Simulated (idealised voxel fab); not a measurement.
You're looking at the process module voxel wiring stack.
We display cut, a cross-section 190 nm in width whose square cells are each 5 nm.
A cross-section in this document is a grid of square cells, and it is written down as bands, the top band listed before the ones below it; a band is made up of one or more rows of cells.
Each band's line starts with the height of the band's top and of its bottom, in nm. Then come its materials from left to right, each with its width in nm. One material with "everywhere" fills the band from edge to edge. "blank" is empty space.
Heights from 0 (as-received wafer is one material below). Bottom band endless downward, as "0 and below".
Read "30->40" as a graded width: first number on top, second number at the bottom, same change between each pair of neighbouring rows.
"no modification" means the step left every cell of the cross-section as it was.
If an empty space has no open way to the top and is at least 8 cells in size, "Closed void catalog" lists it, written width x height at distance, where distance is measured from the left edge and every value is in nm.
On each step's line, the part that comes after the settings is the simulator's own comment on the step.
If you see "overlay nm" on a step's line and that step has a mask, it's telling you how far right of where it was planned the mask ended up; a negative number means it went left instead.
Guide to the pairs. Each holds a before and an after cross-section around one process step; the after cross-section is cut off at the lowest band that changed. Look under the pair for the step between them and its settings. Pairs can come from different runs of this module on the same starting wafer, so a pair follows on from the one above it only where its entry headed "Pre-process cross-section" says it does.
Pre-process cross-section
- 135 down to 130 = blank: 60  SiN: 25  blank: 15  SiN: 40  blank: 50
- 130 down to 125 = blank: 45  SiN: 20  Ru: 15  SiN: 5  blank: 15  SiN: 5  Ru: 30  SiN: 5  blank: 50
- 125 down to 115 = blank: 45  SiN: 5  Ru: 30  SiN: 5  blank: 15  SiN: 5  Ru: 30  SiN: 5  blank: 50
- 115 down to 110 = SiN: 50  Ru: 15  TiN: 15  SiN: 25  TiN: 30  SiN: 55
- 110 down to 105 = SiCN: 50  TiN: 15  SiCN: 125
- 105 down to 90 = lowk everywhere
- 90 down to 65 = lowk: 45  SiCN: 5  W: 30  SiCN: 5  lowk: 15  SiCN: 5  W: 30  SiCN: 5  lowk: 50
- 65 down to 60 = SiCN: 50  TiN: 30  SiCN: 25  TiN: 30  SiCN: 55
- 60 down to 50 = lowk: 50  Ru: 15  lowk: 40  Ru: 15  lowk: 70
- 50 down to 40 = SiCN: 50->45  Ru: 15->40  SiCN: 40->15  Ru: 15->40  SiCN: 70->50
- 40 down to 15 = SiO2: 50  TiN: 5  Cu: 20  TiN: 5  SiO2: 25  TiN: 5  Cu: 20  TiN: 5  SiO2: 55
- 15 down to 10 = SiCN: 50  TiN: 30  SiCN: 25  TiN: 30  SiCN: 55
- 10 down to 0 = SiO2 everywhere
- 0 and below = Si everywhere
- Closed void catalog: none
Resultant Cross-Section
- 145 down to 135 = SiO2 everywhere
- 135 down to 130 = SiO2: 60  SiN: 25  SiO2: 15  SiN: 40  SiO2: 50
- 130 down to 125 = SiO2: 45  SiN: 20  Ru: 15  SiN: 5  SiO2: 15  SiN: 5  Ru: 30  SiN: 5  SiO2: 50
- 125 down to 115 = SiO2: 45  SiN: 5  Ru: 30  SiN: 5  SiO2: 15  SiN: 5  Ru: 30  SiN: 5  SiO2: 50
- Everything below 115 is unchanged.
- Closed void catalog: none
The process step separating the two cross-sections depicted above is as follows: FILL_DEP [material SiO2] [thk nm 10]
Pre-process cross-section: the state before this step is the cross-section shown after the step in the pair just above.
Resultant Cross-Section
- 130 down to 125 = SiO2: 45  SiN: 20  Ru: 15  SiN: 5  SiO2: 15  SiN: 5  Ru: 30  SiN: 5  SiO2: 50
- Everything below 125 is unchanged.
- Closed void catalog: none
The process step separating the two cross-sections depicted above is as follows: CMP [height nm 130]
Pre-process cross-section: the state before this step is the cross-section shown after the step in the pair just above.
Resultant Cross-Section
- 135 down to 130 = SiN everywhere
- Everything below 130 is unchanged.
- Closed void catalog: none
The process step separating the two cross-sections depicted above is as follows: CONFORMAL_DEP [material SiN] [thk nm 5]
Pre-process cross-section
- 95 down to 90 = SiCN everywhere
- 90 down to 65 = lowk: 45  SiCN: 5  W: 30  SiCN: 5  lowk: 15  SiCN: 5  W: 30  SiCN: 5  lowk: 50
- 65 down to 60 = SiCN: 50  TiN: 30  SiCN: 25  TiN: 30  SiCN: 55
- 60 down to 50 = lowk: 50  Ru: 15  lowk: 40  Ru: 15  lowk: 70
- 50 down to 40 = SiCN: 50->45  Ru: 15->40  SiCN: 40->15  Ru: 15->40  SiCN: 70->50
- 40 down to 15 = SiO2: 50  TiN: 5  Cu: 20  TiN: 5  SiO2: 25  TiN: 5  Cu: 20  TiN: 5  SiO2: 55
- 15 down to 10 = SiCN: 50  TiN: 30  SiCN: 25  TiN: 30  SiCN: 55
- 10 down to 0 = SiO2 everywhere
- 0 and below = Si everywhere
- Closed void catalog: none
Resultant Cross-Section
- 100 down to 95 = lowk everywhere
- Everything below 95 is unchanged.
- Closed void catalog: none
The process step separating the two cross-sections depicted above is as follows: DIRECTIONAL_DEP [material lowk] [thk nm 5]
Pre-process cross-section: the state before this step is the cross-section shown after the step in the pair just above.
Resultant Cross-Section
- 115 down to 100 = aC everywhere
- Everything below 100 is unchanged.
- Closed void catalog: none
The process step separating the two cross-sections depicted above is as follows: DIRECTIONAL_DEP [material aC] [thk nm 15]
Pre-process cross-section: the state before this step is the cross-section shown after the step in the pair just above.
Resultant Cross-Section
- 145 down to 115 = resist: 50  blank: 15  resist: 125
- Everything below 115 is unchanged.
- Closed void catalog: none
The process step separating the two cross-sections depicted above is as follows: PATTERN [tone open] [mask id PLUG_2] [material resist] [width nm 15] [thk nm 30] [overlay nm 0]
Pre-process cross-section: the state before this step is the cross-section shown after the step in the pair just above.
Resultant Cross-Section
- 130 down to 115 = resist: 50  blank: 15  resist: 125
- 115 down to 100 = aC: 50  blank: 15  aC: 125
- Everything below 100 is unchanged.
- Closed void catalog: none
The process step separating the two cross-sections depicted above is as follows: DIRECTIONAL_ETCH [etch materials aC] [depth nm 15]
Pre-process cross-section: the state before this step is the cross-section shown after the step in the pair just above.
Resultant Cross-Section
- 115 down to 100 = aC: 50  blank: 15  aC: 125
- Everything below 100 is unchanged.
- Closed void catalog: none
The process step separating the two cross-sections depicted above is as follows: STRIP [etch materials resist]
Pre-process cross-section: the state before this step is the cross-section shown after the step in the pair just above.
Resultant Cross-Section
- 115 down to 100 = aC: 50  blank: 15  aC: 125
- 100 down to 95 = lowk: 50  blank: 15  lowk: 125
- Everything below 95 is unchanged.
- Closed void catalog: none
The process step separating the two cross-sections depicted above is as follows: DIRECTIONAL_ETCH [etch materials lowk] [depth nm 15]
Pre-process cross-section: the state before this step is the cross-section shown after the step in the pair just above.
Resultant Cross-Section
- 115 down to 100 = aC: 50  blank: 15  aC: 125
- 100 down to 95 = lowk: 50  blank: 15  lowk: 125
- 95 down to 90 = SiCN: 50  blank: 15  SiCN: 125
- Everything below 90 is unchanged.
- Closed void catalog: none
The process step separating the two cross-sections depicted above is as follows: DIRECTIONAL_ETCH [etch materials SiCN] [depth nm 5]
Pre-process cross-section: the state before this step is the cross-section shown after the step in the pair just above.
Resultant Cross-Section
- 100 down to 95 = lowk: 50  blank: 15  lowk: 125
- Everything below 95 is unchanged.
- Closed void catalog: none
The process step separating the two cross-sections depicted above is as follows: STRIP [etch materials aC]
Pre-process cross-section: the state before this step is the cross-section shown after the step in the pair just above.
Resultant Cross-Section
- 100 down to 95 = lowk: 50  Ru: 15  lowk: 125
- 95 down to 90 = SiCN: 50  Ru: 15  SiCN: 125
- Everything below 90 is unchanged.
- Closed void catalog: none
The process step separating the two cross-sections depicted above is as follows: EPI [material Ru] [thk nm 10]
Pre-process cross-section: the state before this step is the cross-section shown after the step in the pair just above.
Resultant Cross-Section
- 110 down to 100 = blank: 40  Ru: 35  blank: 115
- Everything below 100 is unchanged.
- Closed void catalog: none
The process step separating the two cross-sections depicted above is as follows: EPI [material Ru] [thk nm 10]
Pre-process cross-section: the state before this step is the cross-section shown after the step in the pair just above.
Resultant Cross-Section
- 115 down to 110 = blank: 40  TiN: 35  blank: 115
- 110 down to 105 = blank: 40  Ru: 35  blank: 115
- 105 down to 100 = TiN: 40  Ru: 35  TiN: 115
- Everything below 100 is unchanged.
- Closed void catalog: none
The process step separating the two cross-sections depicted above is as follows: DIRECTIONAL_DEP [material TiN] [thk nm 5]
Pre-process cross-section: the state before this step is the cross-section shown after the step in the pair just above.
Resultant Cross-Section
- 130 down to 120 = blank: 40  Ru: 35  blank: 115
- 120 down to 115 = Ru everywhere
- 115 down to 110 = Ru: 40  TiN: 35  Ru: 115
- 110 down to 105 = Ru everywhere
- Everything below 105 is unchanged.
- Closed void catalog: none
The process step separating the two cross-sections depicted above is as follows: DIRECTIONAL_DEP [material Ru] [thk nm 15]
Pre-process cross-section: the state before this step is the cross-section shown after the step in the pair just above.
Resultant Cross-Section
- 145 down to 135 = blank: 40  aC: 35  blank: 115
- 135 down to 130 = aC everywhere
- 130 down to 120 = aC: 40  Ru: 35  aC: 115
- Everything below 120 is unchanged.
- Closed void catalog: none
The process step separating the two cross-sections depicted above is as follows: DIRECTIONAL_DEP [material aC] [thk nm 15]
Pre-process cross-section: the state before this step is the cross-section shown after the step in the pair just above.
Resultant Cross-Section
- 175 down to 145 = blank: 50  resist: 30  blank: 25  resist: 30  blank: 55
- 145 down to 135 = blank: 40  aC: 35  resist: 5  blank: 25  resist: 30  blank: 55
- Everything below 135 is unchanged.
- Closed void catalog: none
The process step separating the two cross-sections depicted above is as follows: PATTERN [tone cover] [mask id METAL_3] [material resist] [width nm 30] [pitch nm 55] [thk nm 30] [overlay nm 0]
Pre-process cross-section: the state before this step is the cross-section shown after the step in the pair just above.
Resultant Cross-Section
- 160 down to 145 = blank: 50  resist: 30  blank: 25  resist: 30  blank: 55
- 145 down to 135 = blank: 50  aC: 25  resist: 5  blank: 25  resist: 30  blank: 55
- 135 down to 130 = blank: 50  aC: 30  blank: 25  aC: 30  blank: 55
- 130 down to 120 = blank: 40  Ru: 35  aC: 5  blank: 25  aC: 30  blank: 55
- Everything below 120 is unchanged.
- Closed void catalog: none
The process step separating the two cross-sections depicted above is as follows: DIRECTIONAL_ETCH [etch materials aC] [depth nm 15]
Pre-process cross-section: the state before this step is the cross-section shown after the step in the pair just above.
Resultant Cross-Section
- 145 down to 135 = blank: 50  aC: 25  blank: 115
- Everything below 135 is unchanged.
- Closed void catalog: none
The process step separating the two cross-sections depicted above is as follows: STRIP [etch materials resist]
Pre-process cross-section: the state before this step is the cross-section shown after the step in the pair just above.
Resultant Cross-Section
- 145 down to 135 = blank: 50  aC: 25  blank: 115
- 135 down to 130 = blank: 50  aC: 30  blank: 25  aC: 30  blank: 55
- 130 down to 120 = blank: 50  Ru: 25  aC: 5  blank: 25  aC: 30  blank: 55
- 120 down to 115 = blank: 50  Ru: 30  blank: 25  Ru: 30  blank: 55
- 115 down to 110 = blank: 40  TiN: 35  Ru: 5  blank: 25  Ru: 30  blank: 55
- 110 down to 105 = blank: 40  Ru: 40  blank: 25  Ru: 30  blank: 55
- Everything below 105 is unchanged.
- Closed void catalog: none
The process step separating the two cross-sections depicted above is as follows: DIRECTIONAL_ETCH [etch materials Ru] [depth nm 15]
Pre-process cross-section: the state before this step is the cross-section shown after the step in the pair just above.
Resultant Cross-Section
- 145 down to 135 = blank: 50  aC: 25  blank: 115
- 135 down to 130 = blank: 50  aC: 30  blank: 25  aC: 30  blank: 55
- 130 down to 120 = blank: 50  Ru: 25  aC: 5  blank: 25  aC: 30  blank: 55
- 120 down to 115 = blank: 50  Ru: 30  blank: 25  Ru: 30  blank: 55
- 115 down to 110 = blank: 50  TiN: 25  Ru: 5  blank: 25  Ru: 30  blank: 55
- 110 down to 105 = blank: 40  Ru: 40  blank: 25  Ru: 30  blank: 55
- 105 down to 100 = blank: 40  Ru: 35  TiN: 5  blank: 25  TiN: 30  blank: 55
- Everything below 100 is unchanged.
- Closed void catalog: none
The process step separating the two cross-sections depicted above is as follows: DIRECTIONAL_ETCH [etch materials TiN] [depth nm 5]
Pre-process cross-section: the state before this step is the cross-section shown after the step in the pair just above.
Resultant Cross-Section
- 130 down to 120 = blank: 50  Ru: 25  blank: 115
- Everything below 120 is unchanged.
- Closed void catalog: none
The process step separating the two cross-sections depicted above is as follows: STRIP [etch materials aC]
Pre-process cross-section: the state before this step is the cross-section shown after the step in the pair just above.
Resultant Cross-Section
- 135 down to 130 = blank: 45  SiN: 35  blank: 110
- 130 down to 125 = blank: 45  SiN: 5  Ru: 25  SiN: 5  blank: 110
- 125 down to 120 = blank: 45  SiN: 5  Ru: 25  SiN: 10  blank: 15  SiN: 40  blank: 50
- 120 down to 115 = blank: 45  SiN: 5  Ru: 30  SiN: 5  blank: 15  SiN: 5  Ru: 30  SiN: 5  blank: 50
- 115 down to 110 = blank: 35  SiN: 15  TiN: 25  Ru: 5  SiN: 5  blank: 15  SiN: 5  Ru: 30  SiN: 5  blank: 50
- 110 down to 105 = blank: 35  SiN: 5  Ru: 40  SiN: 5  blank: 15  SiN: 5  Ru: 30  SiN: 5  blank: 50
- 105 down to 100 = SiN: 40  Ru: 35  TiN: 5  SiN: 25  TiN: 30  SiN: 55
- Everything below 100 is unchanged.
- Closed void catalog: none
The process step separating the two cross-sections depicted above is as follows: CONFORMAL_DEP [material SiN] [thk nm 5]
Pre-process cross-section: the state before this step is the cross-section shown after the step in the pair just above.
Resultant Cross-Section
- 145 down to 135 = SiO2 everywhere
- 135 down to 130 = SiO2: 45  SiN: 35  SiO2: 110
- 130 down to 125 = SiO2: 45  SiN: 5  Ru: 25  SiN: 5  SiO2: 110
- 125 down to 120 = SiO2: 45  SiN: 5  Ru: 25  SiN: 10  SiO2: 15  SiN: 40  SiO2: 50
- 120 down to 115 = SiO2: 45  SiN: 5  Ru: 30  SiN: 5  SiO2: 15  SiN: 5  Ru: 30  SiN: 5  SiO2: 50
- 115 down to 110 = SiO2: 35  SiN: 15  TiN: 25  Ru: 5  SiN: 5  SiO2: 15  SiN: 5  Ru: 30  SiN: 5  SiO2: 50
- 110 down to 105 = SiO2: 35  SiN: 5  Ru: 40  SiN: 5  SiO2: 15  SiN: 5  Ru: 30  SiN: 5  SiO2: 50
- Everything below 105 is unchanged.
- Closed void catalog: none
The process step separating the two cross-sections depicted above is as follows: FILL_DEP [material SiO2] [thk nm 10]
Pre-process cross-section: the state before this step is the cross-section shown after the step in the pair just above.
Resultant Cross-Section
- 130 down to 125 = SiO2: 45  SiN: 5  Ru: 25  SiN: 5  SiO2: 110
- Everything below 125 is unchanged.
- Closed void catalog: none
The process step separating the two cross-sections depicted above is as follows: CMP [height nm 130]
Pre-process cross-section: the state before this step is the cross-section shown after the step in the pair just above.
Resultant Cross-Section
- 135 down to 130 = SiN everywhere
- Everything below 130 is unchanged.
- Closed void catalog: none
The process step separating the two cross-sections depicted above is as follows: CONFORMAL_DEP [material SiN] [thk nm 5]
Pre-process cross-section
- 40 down to 15 = SiO2: 50  blank: 30  SiO2: 25  blank: 30  SiO2: 55
- 15 down to 10 = SiCN everywhere
- 10 down to 0 = SiO2 everywhere
- 0 and below = Si everywhere
- Closed void catalog: none
Resultant Cross-Section
- 40 down to 15 = SiO2: 50  blank: 30  SiO2: 25  blank: 30  SiO2: 55
- 15 down to 10 = SiCN: 55  blank: 20  SiCN: 35  blank: 20  SiCN: 60
- Everything below 10 is unchanged.
- Closed void catalog: none
The process step separating the two cross-sections depicted above is as follows: MASKED_ETCH [tone open] [mask id METAL_1] [width nm 20] [pitch nm 55] [etch materials SiCN] [depth nm 5] [overlay nm 0]
Pre-process cross-section: the state before this step is the cross-section shown after the step in the pair just above.
Resultant Cross-Section
- 45 down to 40 = TiN: 55  blank: 20  TiN: 35  blank: 20  TiN: 60
- 40 down to 20 = SiO2: 50  TiN: 5  blank: 20  TiN: 5  SiO2: 25  TiN: 5  blank: 20  TiN: 5  SiO2: 55
- 20 down to 15 = SiO2: 50  TiN: 10  blank: 10  TiN: 10  SiO2: 25  TiN: 10  blank: 10  TiN: 10  SiO2: 55
- 15 down to 10 = SiCN: 55  TiN: 20  SiCN: 35  TiN: 20  SiCN: 60
- Everything below 10 is unchanged.
- Closed void catalog: none
The process step separating the two cross-sections depicted above is as follows: CONFORMAL_DEP [material TiN] [thk nm 5]
Pre-process cross-section: the state before this step is the cross-section shown after the step in the pair just above.
Resultant Cross-Section
- 55 down to 45 = Cu everywhere
- 45 down to 40 = TiN: 55  Cu: 20  TiN: 35  Cu: 20  TiN: 60
- 40 down to 20 = SiO2: 50  TiN: 5  Cu: 20  TiN: 5  SiO2: 25  TiN: 5  Cu: 20  TiN: 5  SiO2: 55
- 20 down to 15 = SiO2: 50  TiN: 10  Cu: 10  TiN: 10  SiO2: 25  TiN: 10  Cu: 10  TiN: 10  SiO2: 55
- Everything below 15 is unchanged.
- Closed void catalog: none
The process step separating the two cross-sections depicted above is as follows: FILL_DEP [material Cu] [thk nm 10]
Pre-process cross-section: the state before this step is the cross-section shown after the step in the pair just above.
Resultant Cross-Section
- 40 down to 20 = SiO2: 50  TiN: 5  Cu: 20  TiN: 5  SiO2: 25  TiN: 5  Cu: 20  TiN: 5  SiO2: 55
- Everything below 20 is unchanged.
- Closed void catalog: none
The process step separating the two cross-sections depicted above is as follows: CMP [height nm 40]
Pre-process cross-section: the state before this step is the cross-section shown after the step in the pair just above.
Resultant Cross-Section
- 45 down to 40 = blank: 45  Ru: 40  blank: 15  Ru: 40  blank: 50
- Everything below 40 is unchanged.
- Closed void catalog: none
The process step separating the two cross-sections depicted above is as follows: EPI [material Ru] [thk nm 5]
Pre-process cross-section: the state before this step is the cross-section shown after the step in the pair just above.
Resultant Cross-Section
- 50 down to 45 = SiCN everywhere
- 45 down to 40 = SiCN: 45  Ru: 40  SiCN: 15  Ru: 40  SiCN: 50
- Everything below 40 is unchanged.
- Closed void catalog: none
The process step separating the two cross-sections depicted above is as follows: FILL_DEP [material SiCN] [thk nm 5]
Pre-process cross-section: the state before this step is the cross-section shown after the step in the pair just above.
Resultant Cross-Section
- 60 down to 50 = lowk everywhere
- Everything below 50 is unchanged.
- Closed void catalog: none
The process step separating the two cross-sections depicted above is as follows: DIRECTIONAL_DEP [material lowk] [thk nm 10]
Pre-process cross-section: the state before this step is the cross-section shown after the step in the pair just above.
Resultant Cross-Section
- 60 down to 50 = lowk: 50  blank: 15  lowk: 40  blank: 15  lowk: 70
- Everything below 50 is unchanged.
- Closed void catalog: none
The process step separating the two cross-sections depicted above is as follows: MASKED_ETCH [tone open] [mask id PLUG_1] [width nm 15] [pitch nm 55] [etch materials lowk] [depth nm 10] [overlay nm 0]
Pre-process cross-section: the state before this step is the cross-section shown after the step in the pair just above.
Resultant Cross-Section
- 60 down to 50 = lowk: 50  blank: 15  lowk: 40  blank: 15  lowk: 70
- 50 down to 45 = SiCN: 50  blank: 15  SiCN: 40  blank: 15  SiCN: 70
- Everything below 45 is unchanged.
- Closed void catalog: none
The process step separating the two cross-sections depicted above is as follows: MASKED_ETCH [tone open] [mask id PLUG_1] [width nm 15] [pitch nm 55] [etch materials SiCN] [depth nm 5] [overlay nm 0]
Pre-process cross-section: the state before this step is the cross-section shown after the step in the pair just above.
Resultant Cross-Section
- 60 down to 55 = lowk: 50  blank: 15  lowk: 40  blank: 15  lowk: 70
- 55 down to 50 = lowk: 50  Ru: 15  lowk: 40  Ru: 15  lowk: 70
- 50 down to 40 = SiCN: 50->45  Ru: 15->40  SiCN: 40->15  Ru: 15->40  SiCN: 70->50
- Everything below 40 is unchanged.
- Closed void catalog: none
The process step separating the two cross-sections depicted above is as follows: EPI [material Ru] [thk nm 10]
Pre-process cross-section: the state before this step is the cross-section shown after the step in the pair just above.
Resultant Cross-Section
- 60 down to 50 = lowk: 50  Ru: 15  lowk: 40  Ru: 15  lowk: 70
- Everything below 50 is unchanged.
- Closed void catalog: none
The process step separating the two cross-sections depicted above is as follows: EPI [material Ru] [thk nm 5]
Pre-process cross-section: the state before this step is the cross-section shown after the step in the pair just above.
Resultant Cross-Section
- 65 down to 60 = TiN everywhere
- Everything below 60 is unchanged.
- Closed void catalog: none
The process step separating the two cross-sections depicted above is as follows: DIRECTIONAL_DEP [material TiN] [thk nm 5]
Pre-process cross-section: the state before this step is the cross-section shown after the step in the pair just above.
Resultant Cross-Section
- 90 down to 65 = W everywhere
- Everything below 65 is unchanged.
- Closed void catalog: none
The process step separating the two cross-sections depicted above is as follows: DIRECTIONAL_DEP [material W] [thk nm 25]
Pre-process cross-section: the state before this step is the cross-section shown after the step in the pair just above.
Resultant Cross-Section
- 110 down to 90 = blank: 50  resist: 30  blank: 25  resist: 30  blank: 55
- Everything below 90 is unchanged.
- Closed void catalog: none
The process step separating the two cross-sections depicted above is as follows: PATTERN [tone cover] [mask id METAL_2] [material resist] [width nm 30] [pitch nm 55] [thk nm 20] [overlay nm 0]
Pre-process cross-section: the state before this step is the cross-section shown after the step in the pair just above.
Resultant Cross-Section
- 110 down to 90 = blank: 50  resist: 30  blank: 25  resist: 30  blank: 55
- 90 down to 65 = blank: 50  W: 30  blank: 25  W: 30  blank: 55
- Everything below 65 is unchanged.
- Closed void catalog: none
The process step separating the two cross-sections depicted above is as follows: DIRECTIONAL_ETCH [etch materials W] [depth nm 25]
Pre-process cross-section: the state before this step is the cross-section shown after the step in the pair just above.
Resultant Cross-Section
- 110 down to 90 = blank: 50  resist: 30  blank: 25  resist: 30  blank: 55
- 90 down to 65 = blank: 50  W: 30  blank: 25  W: 30  blank: 55
- 65 down to 60 = blank: 50  TiN: 30  blank: 25  TiN: 30  blank: 55
- Everything below 60 is unchanged.
- Closed void catalog: none
The process step separating the two cross-sections depicted above is as follows: DIRECTIONAL_ETCH [etch materials TiN] [depth nm 5]
Pre-process cross-section: the state before this step is the cross-section shown after the step in the pair just above.
Resultant Cross-Section
- 90 down to 65 = blank: 50  W: 30  blank: 25  W: 30  blank: 55
- Everything below 65 is unchanged.
- Closed void catalog: none
The process step separating the two cross-sections depicted above is as follows: STRIP [etch materials resist]
Pre-process cross-section: the state before this step is the cross-section shown after the step in the pair just above.
Resultant Cross-Section
- 95 down to 90 = blank: 45  SiCN: 40  blank: 15  SiCN: 40  blank: 50
- 90 down to 65 = blank: 45  SiCN: 5  W: 30  SiCN: 5  blank: 15  SiCN: 5  W: 30  SiCN: 5  blank: 50
- 65 down to 60 = SiCN: 50  TiN: 30  SiCN: 25  TiN: 30  SiCN: 55
- Everything below 60 is unchanged.
- Closed void catalog: none
The process step separating the two cross-sections depicted above is as follows: CONFORMAL_DEP [material SiCN] [thk nm 5]
Pre-process cross-section: the state before this step is the cross-section shown after the step in the pair just above.
Resultant Cross-Section
- 100 down to 95 = lowk everywhere
- 95 down to 90 = lowk: 45  SiCN: 40  lowk: 15  SiCN: 40  lowk: 50
- 90 down to 65 = lowk: 45  SiCN: 5  W: 30  SiCN: 5  lowk: 15  SiCN: 5  W: 30  SiCN: 5  lowk: 50
- Everything below 65 is unchanged.
- Closed void catalog: none
The process step separating the two cross-sections depicted above is as follows: FILL_DEP [material lowk] [thk nm 5]
Pre-process cross-section: the state before this step is the cross-section shown after the step in the pair just above.
Resultant Cross-Section
- 90 down to 65 = lowk: 45  SiCN: 5  W: 30  SiCN: 5  lowk: 15  SiCN: 5  W: 30  SiCN: 5  lowk: 50
- Everything below 65 is unchanged.
- Closed void catalog: none
The process step separating the two cross-sections depicted above is as follows: CMP [height nm 90]
Pre-process cross-section: the state before this step is the cross-section shown after the step in the pair just above.
Resultant Cross-Section
- 95 down to 90 = SiCN everywhere
- Everything below 90 is unchanged.
- Closed void catalog: none
The process step separating the two cross-sections depicted above is as follows: CONFORMAL_DEP [material SiCN] [thk nm 5]
Pre-process cross-section: the state before this step is the cross-section shown after the step in the pair just above.
Resultant Cross-Section
- 110 down to 95 = lowk everywhere
- Everything below 95 is unchanged.
- Closed void catalog: none
The process step separating the two cross-sections depicted above is as follows: DIRECTIONAL_DEP [material lowk] [thk nm 15]
Pre-process cross-section: the state before this step is the cross-section shown after the step in the pair just above.
Resultant Cross-Section
- 125 down to 110 = aC everywhere
- Everything below 110 is unchanged.
- Closed void catalog: none
The process step separating the two cross-sections depicted above is as follows: DIRECTIONAL_DEP [material aC] [thk nm 15]
Pre-process cross-section: the state before this step is the cross-section shown after the step in the pair just above.
Resultant Cross-Section
- 155 down to 125 = resist: 50  blank: 15  resist: 125
- Everything below 125 is unchanged.
- Closed void catalog: none
The process step separating the two cross-sections depicted above is as follows: PATTERN [tone open] [mask id PLUG_2] [material resist] [width nm 15] [thk nm 30] [overlay nm 0]
Pre-process cross-section: the state before this step is the cross-section shown after the step in the pair just above.
Resultant Cross-Section
- 140 down to 125 = resist: 50  blank: 15  resist: 125
- 125 down to 110 = aC: 50  blank: 15  aC: 125
- Everything below 110 is unchanged.
- Closed void catalog: none
The process step separating the two cross-sections depicted above is as follows: DIRECTIONAL_ETCH [etch materials aC] [depth nm 15]
Pre-process cross-section: the state before this step is the cross-section shown after the step in the pair just above.
Resultant Cross-Section
- 125 down to 110 = aC: 50  blank: 15  aC: 125
- Everything below 110 is unchanged.
- Closed void catalog: none
The process step separating the two cross-sections depicted above is as follows: STRIP [etch materials resist]
Pre-process cross-section: the state before this step is the cross-section shown after the step in the pair just above.
Resultant Cross-Section
- 125 down to 110 = aC: 50  blank: 15  aC: 125
- 110 down to 95 = lowk: 50  blank: 15  lowk: 125
- Everything below 95 is unchanged.
- Closed void catalog: none
The process step separating the two cross-sections depicted above is as follows: DIRECTIONAL_ETCH [etch materials lowk] [depth nm 15]
Pre-process cross-section: the state before this step is the cross-section shown after the step in the pair just above.
Resultant Cross-Section
- 125 down to 110 = aC: 50  blank: 15  aC: 125
- 110 down to 95 = lowk: 50  blank: 15  lowk: 125
- 95 down to 90 = SiCN: 50  blank: 15  SiCN: 125
- Everything below 90 is unchanged.
- Closed void catalog: none
The process step separating the two cross-sections depicted above is as follows: DIRECTIONAL_ETCH [etch materials SiCN] [depth nm 5]
Pre-process cross-section: the state before this step is the cross-section shown after the step in the pair just above.
Resultant Cross-Section
- 110 down to 95 = lowk: 50  blank: 15  lowk: 125
- Everything below 95 is unchanged.
- Closed void catalog: none
The process step separating the two cross-sections depicted above is as follows: STRIP [etch materials aC]
Pre-process cross-section: the state before this step is the cross-section shown after the step in the pair just above.
Resultant Cross-Section
- 110 down to 100 = lowk: 50  blank: 15  lowk: 125
- 100 down to 95 = lowk: 50  Ru: 15  lowk: 125
- 95 down to 90 = SiCN: 50  Ru: 15  SiCN: 125
- Everything below 90 is unchanged.
- Closed void catalog: none
The process step separating the two cross-sections depicted above is as follows: EPI [material Ru] [thk nm 10]
Pre-process cross-section: the state before this step is the cross-section shown after the step in the pair just above.
Resultant Cross-Section
- 110 down to 95 = lowk: 50  Ru: 15  lowk: 125
- Everything below 95 is unchanged.
- Closed void catalog: none
The process step separating the two cross-sections depicted above is as follows: EPI [material Ru] [thk nm 10]
Pre-process cross-section: the state before this step is the cross-section shown after the step in the pair just above.
Resultant Cross-Section
- 115 down to 110 = TiN everywhere
- Everything below 110 is unchanged.
- Closed void catalog: none
The process step separating the two cross-sections depicted above is as follows: DIRECTIONAL_DEP [material TiN] [thk nm 5]
Pre-process cross-section: the state before this step is the cross-section shown after the step in the pair just above.
Resultant Cross-Section
- 130 down to 115 = Ru everywhere
- Everything below 115 is unchanged.
- Closed void catalog: none
The process step separating the two cross-sections depicted above is as follows: DIRECTIONAL_DEP [material Ru] [thk nm 15]
Pre-process cross-section: the state before this step is the cross-section shown after the step in the pair just above.
Resultant Cross-Section
- 145 down to 130 = aC everywhere
- Everything below 130 is unchanged.
- Closed void catalog: none
The process step separating the two cross-sections depicted above is as follows: DIRECTIONAL_DEP [material aC] [thk nm 15]
Pre-process cross-section: the state before this step is the cross-section shown after the step in the pair just above.
Resultant Cross-Section
- 175 down to 145 = blank: 50  resist: 30  blank: 25  resist: 30  blank: 55
- Everything below 145 is unchanged.
- Closed void catalog: none
The process step separating the two cross-sections depicted above is as follows: PATTERN [tone cover] [mask id METAL_3] [material resist] [width nm 30] [pitch nm 55] [thk nm 30] [overlay nm 0]
Pre-process cross-section: the state before this step is the cross-section shown after the step in the pair just above.
Resultant Cross-Section
- 160 down to 145 = blank: 50  resist: 30  blank: 25  resist: 30  blank: 55
- 145 down to 130 = blank: 50  aC: 30  blank: 25  aC: 30  blank: 55
- Everything below 130 is unchanged.
- Closed void catalog: none
The process step separating the two cross-sections depicted above is as follows: DIRECTIONAL_ETCH [etch materials aC] [depth nm 15]
Pre-process cross-section: the state before this step is the cross-section shown after the step in the pair just above.
Resultant Cross-Section
- 145 down to 130 = blank: 50  aC: 30  blank: 25  aC: 30  blank: 55
- Everything below 130 is unchanged.
- Closed void catalog: none
The process step separating the two cross-sections depicted above is as follows: STRIP [etch materials resist]
Pre-process cross-section: the state before this step is the cross-section shown after the step in the pair just above.
Resultant Cross-Section
- 145 down to 130 = blank: 50  aC: 30  blank: 25  aC: 30  blank: 55
- 130 down to 115 = blank: 50  Ru: 30  blank: 25  Ru: 30  blank: 55
- Everything below 115 is unchanged.
- Closed void catalog: none
The process step separating the two cross-sections depicted above is as follows: DIRECTIONAL_ETCH [etch materials Ru] [depth nm 15]
Pre-process cross-section: the state before this step is the cross-section shown after the step in the pair just above.
Resultant Cross-Section
- 145 down to 130 = blank: 50  aC: 30  blank: 25  aC: 30  blank: 55
- 130 down to 115 = blank: 50  Ru: 30  blank: 25  Ru: 30  blank: 55
- 115 down to 110 = blank: 50  TiN: 30  blank: 25  TiN: 30  blank: 55
- Everything below 110 is unchanged.
- Closed void catalog: none
The process step separating the two cross-sections depicted above is as follows: DIRECTIONAL_ETCH [etch materials TiN] [depth nm 5]
Pre-process cross-section: the state before this step is the cross-section shown after the step in the pair just above.
Resultant Cross-Section
- 130 down to 115 = blank: 50  Ru: 30  blank: 25  Ru: 30  blank: 55
- Everything below 115 is unchanged.
- Closed void catalog: none
The process step separating the two cross-sections depicted above is as follows: STRIP [etch materials aC]
Pre-process cross-section: the state before this step is the cross-section shown after the step in the pair just above.
Resultant Cross-Section
- 135 down to 130 = blank: 45  SiN: 40  blank: 15  SiN: 40  blank: 50
- 130 down to 115 = blank: 45  SiN: 5  Ru: 30  SiN: 5  blank: 15  SiN: 5  Ru: 30  SiN: 5  blank: 50
- 115 down to 110 = SiN: 50  TiN: 30  SiN: 25  TiN: 30  SiN: 55
- Everything below 110 is unchanged.
- Closed void catalog: none
The process step separating the two cross-sections depicted above is as follows: CONFORMAL_DEP [material SiN] [thk nm 5]
